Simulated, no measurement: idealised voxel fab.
Title: Process Module voxel gate over fins
Cross-sectional view cut (width: 150 nm; square cell size: 5 nm).
Cross-section spec: square-cell grid; bands listed top down; each band is one or more rows. Top, bottom (nm), then materials left to right with widths (nm); lone material tagged "full width" fills the whole band edge to edge; "empty" = empty space. Note: height 0 marks the level under which the wafer is uniformly one material as received. Lowest band unbounded below, written "0 and below". A width given as "30..40" starts at the first number in the band's top row and ends at the second number in its bottom row, shifting by an equal amount at every step from row to row. Where a step carries "no alterations made", the cross-section came out of it unchanged, cell for cell. So "Closed cavities" is basically the list of trapped voids: any empty space of 8 cells or more that can't reach the top through an opening. They're written width x height at distance, the distance being from the left edge, and it's all nm. Past the settings on a step's line: simulator remark, on that step. On any step carrying a mask, the "overlay nm" setting, if present on the step's line, tells how far right of its planned place the mask lay; negative values point to the left.

## Set out below are the planned steps of the process
1. RECEIVE | material Si
2. CONFORMAL_DEP | material SiN | thk nm 10
3. DIRECTIONAL_DEP | material aC | thk nm 10
4. PATTERN | tone cover | mask id FINS | material resist | width nm 15 | pitch nm 35 | thk nm 25 | overlay nm 0
5. DIRECTIONAL_ETCH | etch materials aC | depth nm 10
6. STRIP | etch materials resist
7. DIRECTIONAL_ETCH | etch materials SiN | depth nm 10
8. DIRECTIONAL_ETCH | etch materials Si | depth nm 35
9. STRIP | etch materials aC
10. FILL_DEP | material SiO2 | thk nm 10
11. CMP | height nm 10
12. SELECTIVE_ETCH | etch materials SiO2 | depth nm 20
13. STRIP | etch materials SiN
14. CONFORMAL_DEP | material HfO2 | thk nm 5
15. CONFORMAL_DEP | material TiN | thk nm 5
16. FILL_DEP | material W | thk nm 15
17. CMP | height nm 20
18. CONFORMAL_DEP | material SiCN | thk nm 5

## On the first of the two wafers: run conducted according to plan

## Wafer as received: cross-section following step 1
  0 and below = Si full width
  Closed cavities: none

## Upon completion of step 2, the wafer appears in cross-section as shown
  10 down to 0 = SiN full width
  For the remainder of the cross-section, below 0, there is no change.

## Upon completion of step 3, the wafer appears in cross-section as shown
  20 down to 10 = aC full width
  For the remainder of the cross-section, below 10, there is no change.

## Upon completion of step 4, the wafer appears in cross-section as shown
  45 down to 20 = empty=15, then resist=15, then empty=20, then resist=15, then empty=20, then resist=15, then empty=20, then resist=15, then empty=15
  For the remainder of the cross-section, below 20, there is no change.

## Upon completion of step 5, the wafer appears in cross-section as shown
  35 down to 20 = empty=15, then resist=15, then empty=20, then resist=15, then empty=20, then resist=15, then empty=20, then resist=15, then empty=15
  20 down to 10 = empty=15, then aC=15, then empty=20, then aC=15, then empty=20, then aC=15, then empty=20, then aC=15, then empty=15
  For the remainder of the cross-section, below 10, there is no change.

## Upon completion of step 6, the wafer appears in cross-section as shown
  20 down to 10 = empty=15, then aC=15, then empty=20, then aC=15, then empty=20, then aC=15, then empty=20, then aC=15, then empty=15
  For the remainder of the cross-section, below 10, there is no change.

## Upon completion of step 7, the wafer appears in cross-section as shown
  20 down to 10 = empty=15, then aC=15, then empty=20, then aC=15, then empty=20, then aC=15, then empty=20, then aC=15, then empty=15
  10 down to 0 = empty=15, then SiN=15, then empty=20, then SiN=15, then empty=20, then SiN=15, then empty=20, then SiN=15, then empty=15
  For the remainder of the cross-section, below 0, there is no change.

## Upon completion of step 8, the wafer appears in cross-section as shown
  20 down to 10 = empty=15, then aC=15, then empty=20, then aC=15, then empty=20, then aC=15, then empty=20, then aC=15, then empty=15
  10 down to 0 = empty=15, then SiN=15, then empty=20, then SiN=15, then empty=20, then SiN=15, then empty=20, then SiN=15, then empty=15
  0 down to -35 = empty=15, then Si=15, then empty=20, then Si=15, then empty=20, then Si=15, then empty=20, then Si=15, then empty=15
  For the remainder of the cross-section, below -35, there is no change.

## Upon completion of step 9, the wafer appears in cross-section as shown
  10 down to 0 = empty=15, then SiN=15, then empty=20, then SiN=15, then empty=20, then SiN=15, then empty=20, then SiN=15, then empty=15
  For the remainder of the cross-section, below 0, there is no change.

## Upon completion of step 10, the wafer appears in cross-section as shown
  20 down to 10 = SiO2 full width
  10 down to 0 = SiO2=15, then SiN=15, then SiO2=20, then SiN=15, then SiO2=20, then SiN=15, then SiO2=20, then SiN=15, then SiO2=15
  0 down to -35 = SiO2=15, then Si=15, then SiO2=20, then Si=15, then SiO2=20, then Si=15, then SiO2=20, then Si=15, then SiO2=15
  For the remainder of the cross-section, below -35, there is no change.

## Upon completion of step 11, the wafer appears in cross-section as shown
  10 down to 0 = SiO2=15, then SiN=15, then SiO2=20, then SiN=15, then SiO2=20, then SiN=15, then SiO2=20, then SiN=15, then SiO2=15
  For the remainder of the cross-section, below 0, there is no change.

## Upon completion of step 12, the wafer appears in cross-section as shown
  10 down to 0 = empty=15, then SiN=15, then empty=20, then SiN=15, then empty=20, then SiN=15, then empty=20, then SiN=15, then empty=15
  0 down to -10 = empty=15, then Si=15, then empty=20, then Si=15, then empty=20, then Si=15, then empty=20, then Si=15, then empty=15
  For the remainder of the cross-section, below -10, there is no change.

## Upon completion of step 13, the wafer appears in cross-section as shown
  0 down to -10 = empty=15, then Si=15, then empty=20, then Si=15, then empty=20, then Si=15, then empty=20, then Si=15, then empty=15
  For the remainder of the cross-section, below -10, there is no change.

## Upon completion of step 14, the wafer appears in cross-section as shown
  5 down to 0 = empty=10, then HfO2=25, then empty=10, then HfO2=25, then empty=10, then HfO2=25, then empty=10, then HfO2=25, then empty=10
  0 down to -5 = empty=10, then HfO2=5, then Si=15, then HfO2=5, then empty=10, then HfO2=5, then Si=15, then HfO2=5, then empty=10, then HfO2=5, then Si=15, then HfO2=5, then empty=10, then HfO2=5, then Si=15, then HfO2=5, then empty=10
  -5 down to -10 = HfO2=15, then Si=15, then HfO2=20, then Si=15, then HfO2=20, then Si=15, then HfO2=20, then Si=15, then HfO2=15
  For the remainder of the cross-section, below -10, there is no change.

## Upon completion of step 15, the wafer appears in cross-section as shown
  10 down to 5 = empty=5, then TiN=140, then empty=5
  5 down to 0 = empty=5, then TiN=5, then HfO2=25, then TiN=10, then HfO2=25, then TiN=10, then HfO2=25, then TiN=10, then HfO2=25, then TiN=5, then empty=5
  0 down to -5 = TiN=10, then HfO2=5, then Si=15, then HfO2=5, then TiN=10, then HfO2=5, then Si=15, then HfO2=5, then TiN=10, then HfO2=5, then Si=15, then HfO2=5, then TiN=10, then HfO2=5, then Si=15, then HfO2=5, then TiN=10
  For the remainder of the cross-section, below -5, there is no change.

## Upon completion of step 16, the wafer appears in cross-section as shown
  25 down to 10 = W full width
  10 down to 5 = W=5, then TiN=140, then W=5
  5 down to 0 = W=5, then TiN=5, then HfO2=25, then TiN=10, then HfO2=25, then TiN=10, then HfO2=25, then TiN=10, then HfO2=25, then TiN=5, then W=5
  For the remainder of the cross-section, below 0, there is no change.

## Upon completion of step 17, the wafer appears in cross-section as shown
  20 down to 10 = W full width
  For the remainder of the cross-section, below 10, there is no change.

## Upon completion of step 18, the wafer appears in cross-section as shown
  25 down to 20 = SiCN full width
  For the remainder of the cross-section, below 20, there is no change.

## Wafer two of two - same starting point, same process plan, one mistake in execution; matches wafer one up to and including step 13

## Cross-section, second wafer, at the end time the plan gives for step 14
  5 down to 0 = empty=10, then TiN=25, then empty=10, then TiN=25, then empty=10, then TiN=25, then empty=10, then TiN=25, then empty=10
  0 down to -5 = empty=10, then TiN=5, then Si=15, then TiN=5, then empty=10, then TiN=5, then Si=15, then TiN=5, then empty=10, then TiN=5, then Si=15, then TiN=5, then empty=10, then TiN=5, then Si=15, then TiN=5, then empty=10
  -5 down to -10 = TiN=15, then Si=15, then TiN=20, then Si=15, then TiN=20, then Si=15, then TiN=20, then Si=15, then TiN=15
  For the remainder of the cross-section, below -10, there is no change.

## Cross-section, second wafer, at the end time the plan gives for step 15
  10 down to 5 = empty=5, then HfO2=140, then empty=5
  5 down to 0 = empty=5, then HfO2=5, then TiN=25, then HfO2=10, then TiN=25, then HfO2=10, then TiN=25, then HfO2=10, then TiN=25, then HfO2=5, then empty=5
  0 down to -5 = HfO2=10, then TiN=5, then Si=15, then TiN=5, then HfO2=10, then TiN=5, then Si=15, then TiN=5, then HfO2=10, then TiN=5, then Si=15, then TiN=5, then HfO2=10, then TiN=5, then Si=15, then TiN=5, then HfO2=10
  For the remainder of the cross-section, below -5, there is no change.

## Cross-section, second wafer, at the end time the plan gives for step 16
  25 down to 10 = W full width
  10 down to 5 = W=5, then HfO2=140, then W=5
  5 down to 0 = W=5, then HfO2=5, then TiN=25, then HfO2=10, then TiN=25, then HfO2=10, then TiN=25, then HfO2=10, then TiN=25, then HfO2=5, then W=5
  For the remainder of the cross-section, below 0, there is no change.

## Cross-section, second wafer, at the end time the plan gives for step 17
  20 down to 10 = W full width
  For the remainder of the cross-section, below 10, there is no change.

## Cross-section, second wafer, at the end time the plan gives for step 18
  25 down to 20 = SiCN full width
  For the remainder of the cross-section, below 20, there is no change.
Finding, execution versus plan: steps 14 and 15 got flipped, so each one ran where the other should have
In the final comparison it is observed that the number of cells assigned to each material is identical for the two wafers, whereas their placement is not.
